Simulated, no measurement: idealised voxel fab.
Proc. module: voxel gate over fins
Section cut is 145 nm wide and gridded with 5 nm square cells.
We lay out every cross-section as a grid of square cells and spell it out in bands from the top down, where one band means one or more rows of cells. Heights first: top, then bottom, in nm. Then materials, left to right, each with a width in nm. "everywhere" on a single material: fills the band edge to edge. "blank": empty space. It should be noted that heights are counted from 0, beneath which the wafer as supplied is of one material throughout, and that the lowest band possesses no lower boundary but continues downward, as written in "0..down". Width "30->40": first value at the band's top row of cells, second value at its bottom row, equal change from row to row. Basically "remained the same" means that step didn't change any cell in the cross-section. This entry, "Entrapped voids", enumerates those empty regions of no fewer than 8 cells that possess no open connection to the top. Each region is reported in the form width x height at distance, the distance being taken from the left edge, with all three quantities expressed in nm. The remark found on a step's line after its settings is issued by the simulator itself and pertains to that step. overlay nm: right-of-plan distance of the mask on a masked step; negative values mean left-of-plan.

### These are the steps we planned for the process
- 1: RECEIVE: material Si
- 2: CONFORMAL_DEP: material SiN, thk nm 10
- 3: MASKED_ETCH: tone cover, mask id FINS, width nm 15, pitch nm 45, etch materials SiN, depth nm 10, overlay nm 0
- 4: MASKED_ETCH: tone cover, mask id FINS, width nm 15, pitch nm 45, etch materials Si, depth nm 35, overlay nm 0
- 5: OXIDIZE: depth nm 5
- 6: FILL_DEP: material SiO2, thk nm 10
- 7: CMP: height nm 10
- 8: SELECTIVE_ETCH: etch materials SiO2, depth nm 25
- 9: STRIP: etch materials SiN
- 10: CONFORMAL_DEP: material HfO2, thk nm 5
- 11: CONFORMAL_DEP: material TiN, thk nm 5
- 12: CONFORMAL_DEP: material TiAl, thk nm 5
- 13: CONFORMAL_DEP: material TiN, thk nm 5
- 14: FILL_DEP: material W, thk nm 10
- 15: CMP: height nm 25
- 16: CONFORMAL_DEP: material SiCN, thk nm 10

### First wafer, two in total, run as planned

### This is the cross-section of the wafer as we received it, i.e. after step 1
	0..down  Si everywhere
	Entrapped voids: none

### After step 2, in cross-section
	10..0  SiN everywhere
	Rest of section, below 0: as before.

### After step 3, in cross-section
	10..0  blank 20 nm | SiN 15 nm | blank 30 nm | SiN 15 nm | blank 30 nm | SiN 15 nm | blank 20 nm
	Rest of section, below 0: as before.

### After step 4, in cross-section
	10..0  blank 20 nm | SiN 15 nm | blank 30 nm | SiN 15 nm | blank 30 nm | SiN 15 nm | blank 20 nm
	0..-35  blank 20 nm | Si 15 nm | blank 30 nm | Si 15 nm | blank 30 nm | Si 15 nm | blank 20 nm
	Rest of section, below -35: as before.

### After step 5, in cross-section
	10..0  blank 20 nm | SiN 15 nm | blank 30 nm | SiN 15 nm | blank 30 nm | SiN 15 nm | blank 20 nm
	0..-35  blank 20 nm | SiO2 5 nm | Si 5 nm | SiO2 5 nm | blank 30 nm | SiO2 5 nm | Si 5 nm | SiO2 5 nm | blank 30 nm | SiO2 5 nm | Si 5 nm | SiO2 5 nm | blank 20 nm
	-35..-40  SiO2 25 nm | Si 5 nm | SiO2 40 nm | Si 5 nm | SiO2 40 nm | Si 5 nm | SiO2 25 nm
	Rest of section, below -40: as before.

### After step 6, in cross-section
	20..10  SiO2 everywhere
	10..0  SiO2 20 nm | SiN 15 nm | SiO2 30 nm | SiN 15 nm | SiO2 30 nm | SiN 15 nm | SiO2 20 nm
	0..-40  SiO2 25 nm | Si 5 nm | SiO2 40 nm | Si 5 nm | SiO2 40 nm | Si 5 nm | SiO2 25 nm
	Rest of section, below -40: as before.

### After step 7, in cross-section
	10..0  SiO2 20 nm | SiN 15 nm | SiO2 30 nm | SiN 15 nm | SiO2 30 nm | SiN 15 nm | SiO2 20 nm
	Rest of section, below 0: as before.

### After step 8, in cross-section
	10..0  blank 20 nm | SiN 15 nm | blank 30 nm | SiN 15 nm | blank 30 nm | SiN 15 nm | blank 20 nm
	0..-15  blank 25 nm | Si 5 nm | blank 40 nm | Si 5 nm | blank 40 nm | Si 5 nm | blank 25 nm
	Rest of section, below -15: as before.

### After step 9, in cross-section
	0..-15  blank 25 nm | Si 5 nm | blank 40 nm | Si 5 nm | blank 40 nm | Si 5 nm | blank 25 nm
	Rest of section, below -15: as before.

### After step 10, in cross-section
	5..0  blank 20 nm | HfO2 15 nm | blank 30 nm | HfO2 15 nm | blank 30 nm | HfO2 15 nm | blank 20 nm
	0..-10  blank 20 nm | HfO2 5 nm | Si 5 nm | HfO2 5 nm | blank 30 nm | HfO2 5 nm | Si 5 nm | HfO2 5 nm | blank 30 nm | HfO2 5 nm | Si 5 nm | HfO2 5 nm | blank 20 nm
	-10..-15  HfO2 25 nm | Si 5 nm | HfO2 40 nm | Si 5 nm | HfO2 40 nm | Si 5 nm | HfO2 25 nm
	Rest of section, below -15: as before.

### After step 11, in cross-section
	10..5  blank 15 nm | TiN 25 nm | blank 20 nm | TiN 25 nm | blank 20 nm | TiN 25 nm | blank 15 nm
	5..0  blank 15 nm | TiN 5 nm | HfO2 15 nm | TiN 5 nm | blank 20 nm | TiN 5 nm | HfO2 15 nm | TiN 5 nm | blank 20 nm | TiN 5 nm | HfO2 15 nm | TiN 5 nm | blank 15 nm
	0..-5  blank 15 nm | TiN 5 nm | HfO2 5 nm | Si 5 nm | HfO2 5 nm | TiN 5 nm | blank 20 nm | TiN 5 nm | HfO2 5 nm | Si 5 nm | HfO2 5 nm | TiN 5 nm | blank 20 nm | TiN 5 nm | HfO2 5 nm | Si 5 nm | HfO2 5 nm | TiN 5 nm | blank 15 nm
	-5..-10  TiN 20 nm | HfO2 5 nm | Si 5 nm | HfO2 5 nm | TiN 30 nm | HfO2 5 nm | Si 5 nm | HfO2 5 nm | TiN 30 nm | HfO2 5 nm | Si 5 nm | HfO2 5 nm | TiN 20 nm
	Rest of section, below -10: as before.

### After step 12, in cross-section
	15..10  blank 10 nm | TiAl 35 nm | blank 10 nm | TiAl 35 nm | blank 10 nm | TiAl 35 nm | blank 10 nm
	10..5  blank 10 nm | TiAl 5 nm | TiN 25 nm | TiAl 5 nm | blank 10 nm | TiAl 5 nm | TiN 25 nm | TiAl 5 nm | blank 10 nm | TiAl 5 nm | TiN 25 nm | TiAl 5 nm | blank 10 nm
	5..0  blank 10 nm | TiAl 5 nm | TiN 5 nm | HfO2 15 nm | TiN 5 nm | TiAl 5 nm | blank 10 nm | TiAl 5 nm | TiN 5 nm | HfO2 15 nm | TiN 5 nm | TiAl 5 nm | blank 10 nm | TiAl 5 nm | TiN 5 nm | HfO2 15 nm | TiN 5 nm | TiAl 5 nm | blank 10 nm
	0..-5  TiAl 15 nm | TiN 5 nm | HfO2 5 nm | Si 5 nm | HfO2 5 nm | TiN 5 nm | TiAl 20 nm | TiN 5 nm | HfO2 5 nm | Si 5 nm | HfO2 5 nm | TiN 5 nm | TiAl 20 nm | TiN 5 nm | HfO2 5 nm | Si 5 nm | HfO2 5 nm | TiN 5 nm | TiAl 15 nm
	Rest of section, below -5: as before.

### After step 13, in cross-section
	20..15  blank 5 nm | TiN 135 nm | blank 5 nm
	15..10  blank 5 nm | TiN 5 nm | TiAl 35 nm | TiN 10 nm | TiAl 35 nm | TiN 10 nm | TiAl 35 nm | TiN 5 nm | blank 5 nm
	10..5  blank 5 nm | TiN 5 nm | TiAl 5 nm | TiN 25 nm | TiAl 5 nm | TiN 10 nm | TiAl 5 nm | TiN 25 nm | TiAl 5 nm | TiN 10 nm | TiAl 5 nm | TiN 25 nm | TiAl 5 nm | TiN 5 nm | blank 5 nm
	5..0  TiN 10 nm | TiAl 5 nm | TiN 5 nm | HfO2 15 nm | TiN 5 nm | TiAl 5 nm | TiN 10 nm | TiAl 5 nm | TiN 5 nm | HfO2 15 nm | TiN 5 nm | TiAl 5 nm | TiN 10 nm | TiAl 5 nm | TiN 5 nm | HfO2 15 nm | TiN 5 nm | TiAl 5 nm | TiN 10 nm
	Rest of section, below 0: as before.

### After step 14, in cross-section
	30..20  W everywhere
	20..15  W 5 nm | TiN 135 nm | W 5 nm
	15..10  W 5 nm | TiN 5 nm | TiAl 35 nm | TiN 10 nm | TiAl 35 nm | TiN 10 nm | TiAl 35 nm | TiN 5 nm | W 5 nm
	10..5  W 5 nm | TiN 5 nm | TiAl 5 nm | TiN 25 nm | TiAl 5 nm | TiN 10 nm | TiAl 5 nm | TiN 25 nm | TiAl 5 nm | TiN 10 nm | TiAl 5 nm | TiN 25 nm | TiAl 5 nm | TiN 5 nm | W 5 nm
	Rest of section, below 5: as before.

### After step 15, in cross-section
	25..20  W everywhere
	Rest of section, below 20: as before.

### After step 16, in cross-section
	35..25  SiCN everywhere
	Rest of section, below 25: as before.

### The Second Wafer: Common Origin and Plan, One Mistake in Execution, Identical to the First Through Step 3

### The second wafer in cross-section, at the planned close of step 4
	10..0  blank 20 nm | SiN 15 nm | blank 30 nm | SiN 15 nm | blank 30 nm | SiN 15 nm | blank 20 nm
	0..-30  blank 20 nm | Si 15 nm | blank 30 nm | Si 15 nm | blank 30 nm | Si 15 nm | blank 20 nm
	Rest of section, below -30: as before.

### The second wafer in cross-section, at the planned close of step 5
	10..0  blank 20 nm | SiN 15 nm | blank 30 nm | SiN 15 nm | blank 30 nm | SiN 15 nm | blank 20 nm
	0..-30  blank 20 nm | SiO2 5 nm | Si 5 nm | SiO2 5 nm | blank 30 nm | SiO2 5 nm | Si 5 nm | SiO2 5 nm | blank 30 nm | SiO2 5 nm | Si 5 nm | SiO2 5 nm | blank 20 nm
	-30..-35  SiO2 25 nm | Si 5 nm | SiO2 40 nm | Si 5 nm | SiO2 40 nm | Si 5 nm | SiO2 25 nm
	Rest of section, below -35: as before.

### The second wafer in cross-section, at the planned close of step 6
	20..10  SiO2 everywhere
	10..0  SiO2 20 nm | SiN 15 nm | SiO2 30 nm | SiN 15 nm | SiO2 30 nm | SiN 15 nm | SiO2 20 nm
	0..-35  SiO2 25 nm | Si 5 nm | SiO2 40 nm | Si 5 nm | SiO2 40 nm | Si 5 nm | SiO2 25 nm
	Rest of section, below -35: as before.

### The second wafer in cross-section, at the planned close of step 7
	10..0  SiO2 20 nm | SiN 15 nm | SiO2 30 nm | SiN 15 nm | SiO2 30 nm | SiN 15 nm | SiO2 20 nm
	Rest of section, below 0: as before.

### The second wafer in cross-section, at the planned close of step 8
	10..0  blank 20 nm | SiN 15 nm | blank 30 nm | SiN 15 nm | blank 30 nm | SiN 15 nm | blank 20 nm
	0..-15  blank 25 nm | Si 5 nm | blank 40 nm | Si 5 nm | blank 40 nm | Si 5 nm | blank 25 nm
	Rest of section, below -15: as before.

### The second wafer in cross-section, at the planned close of step 9
	0..-15  blank 25 nm | Si 5 nm | blank 40 nm | Si 5 nm | blank 40 nm | Si 5 nm | blank 25 nm
	Rest of section, below -15: as before.

### The second wafer in cross-section, at the planned close of step 10
	5..0  blank 20 nm | HfO2 15 nm | blank 30 nm | HfO2 15 nm | blank 30 nm | HfO2 15 nm | blank 20 nm
	0..-10  blank 20 nm | HfO2 5 nm | Si 5 nm | HfO2 5 nm | blank 30 nm | HfO2 5 nm | Si 5 nm | HfO2 5 nm | blank 30 nm | HfO2 5 nm | Si 5 nm | HfO2 5 nm | blank 20 nm
	-10..-15  HfO2 25 nm | Si 5 nm | HfO2 40 nm | Si 5 nm | HfO2 40 nm | Si 5 nm | HfO2 25 nm
	Rest of section, below -15: as before.

### The second wafer in cross-section, at the planned close of step 11
	10..5  blank 15 nm | TiN 25 nm | blank 20 nm | TiN 25 nm | blank 20 nm | TiN 25 nm | blank 15 nm
	5..0  blank 15 nm | TiN 5 nm | HfO2 15 nm | TiN 5 nm | blank 20 nm | TiN 5 nm | HfO2 15 nm | TiN 5 nm | blank 20 nm | TiN 5 nm | HfO2 15 nm | TiN 5 nm | blank 15 nm
	0..-5  blank 15 nm | TiN 5 nm | HfO2 5 nm | Si 5 nm | HfO2 5 nm | TiN 5 nm | blank 20 nm | TiN 5 nm | HfO2 5 nm | Si 5 nm | HfO2 5 nm | TiN 5 nm | blank 20 nm | TiN 5 nm | HfO2 5 nm | Si 5 nm | HfO2 5 nm | TiN 5 nm | blank 15 nm
	-5..-10  TiN 20 nm | HfO2 5 nm | Si 5 nm | HfO2 5 nm | TiN 30 nm | HfO2 5 nm | Si 5 nm | HfO2 5 nm | TiN 30 nm | HfO2 5 nm | Si 5 nm | HfO2 5 nm | TiN 20 nm
	Rest of section, below -10: as before.

### The second wafer in cross-section, at the planned close of step 12
	15..10  blank 10 nm | TiAl 35 nm | blank 10 nm | TiAl 35 nm | blank 10 nm | TiAl 35 nm | blank 10 nm
	10..5  blank 10 nm | TiAl 5 nm | TiN 25 nm | TiAl 5 nm | blank 10 nm | TiAl 5 nm | TiN 25 nm | TiAl 5 nm | blank 10 nm | TiAl 5 nm | TiN 25 nm | TiAl 5 nm | blank 10 nm
	5..0  blank 10 nm | TiAl 5 nm | TiN 5 nm | HfO2 15 nm | TiN 5 nm | TiAl 5 nm | blank 10 nm | TiAl 5 nm | TiN 5 nm | HfO2 15 nm | TiN 5 nm | TiAl 5 nm | blank 10 nm | TiAl 5 nm | TiN 5 nm | HfO2 15 nm | TiN 5 nm | TiAl 5 nm | blank 10 nm
	0..-5  TiAl 15 nm | TiN 5 nm | HfO2 5 nm | Si 5 nm | HfO2 5 nm | TiN 5 nm | TiAl 20 nm | TiN 5 nm | HfO2 5 nm | Si 5 nm | HfO2 5 nm | TiN 5 nm | TiAl 20 nm | TiN 5 nm | HfO2 5 nm | Si 5 nm | HfO2 5 nm | TiN 5 nm | TiAl 15 nm
	Rest of section, below -5: as before.

### The second wafer in cross-section, at the planned close of step 13
	20..15  blank 5 nm | TiN 135 nm | blank 5 nm
	15..10  blank 5 nm | TiN 5 nm | TiAl 35 nm | TiN 10 nm | TiAl 35 nm | TiN 10 nm | TiAl 35 nm | TiN 5 nm | blank 5 nm
	10..5  blank 5 nm | TiN 5 nm | TiAl 5 nm | TiN 25 nm | TiAl 5 nm | TiN 10 nm | TiAl 5 nm | TiN 25 nm | TiAl 5 nm | TiN 10 nm | TiAl 5 nm | TiN 25 nm | TiAl 5 nm | TiN 5 nm | blank 5 nm
	5..0  TiN 10 nm | TiAl 5 nm | TiN 5 nm | HfO2 15 nm | TiN 5 nm | TiAl 5 nm | TiN 10 nm | TiAl 5 nm | TiN 5 nm | HfO2 15 nm | TiN 5 nm | TiAl 5 nm | TiN 10 nm | TiAl 5 nm | TiN 5 nm | HfO2 15 nm | TiN 5 nm | TiAl 5 nm | TiN 10 nm
	Rest of section, below 0: as before.

### The second wafer in cross-section, at the planned close of step 14
	30..20  W everywhere
	20..15  W 5 nm | TiN 135 nm | W 5 nm
	15..10  W 5 nm | TiN 5 nm | TiAl 35 nm | TiN 10 nm | TiAl 35 nm | TiN 10 nm | TiAl 35 nm | TiN 5 nm | W 5 nm
	10..5  W 5 nm | TiN 5 nm | TiAl 5 nm | TiN 25 nm | TiAl 5 nm | TiN 10 nm | TiAl 5 nm | TiN 25 nm | TiAl 5 nm | TiN 10 nm | TiAl 5 nm | TiN 25 nm | TiAl 5 nm | TiN 5 nm | W 5 nm
	Rest of section, below 5: as before.

### The second wafer in cross-section, at the planned close of step 15
	25..20  W everywhere
	Rest of section, below 20: as before.

### The second wafer in cross-section, at the planned close of step 16
	35..25  SiCN everywhere
	Rest of section, below 25: as before.
What was done differently from what was planned? step 4 ran with different settings than intended, the actual operation and settings being MASKED_ETCH: tone cover, mask id FINS, width nm 15, pitch nm 45, etch materials Si, depth nm 30, overlay nm 0
In the final state, the cell counts of the second wafer exceed or fall short of those of the first for the following materials: +26 Si | -26 SiO2
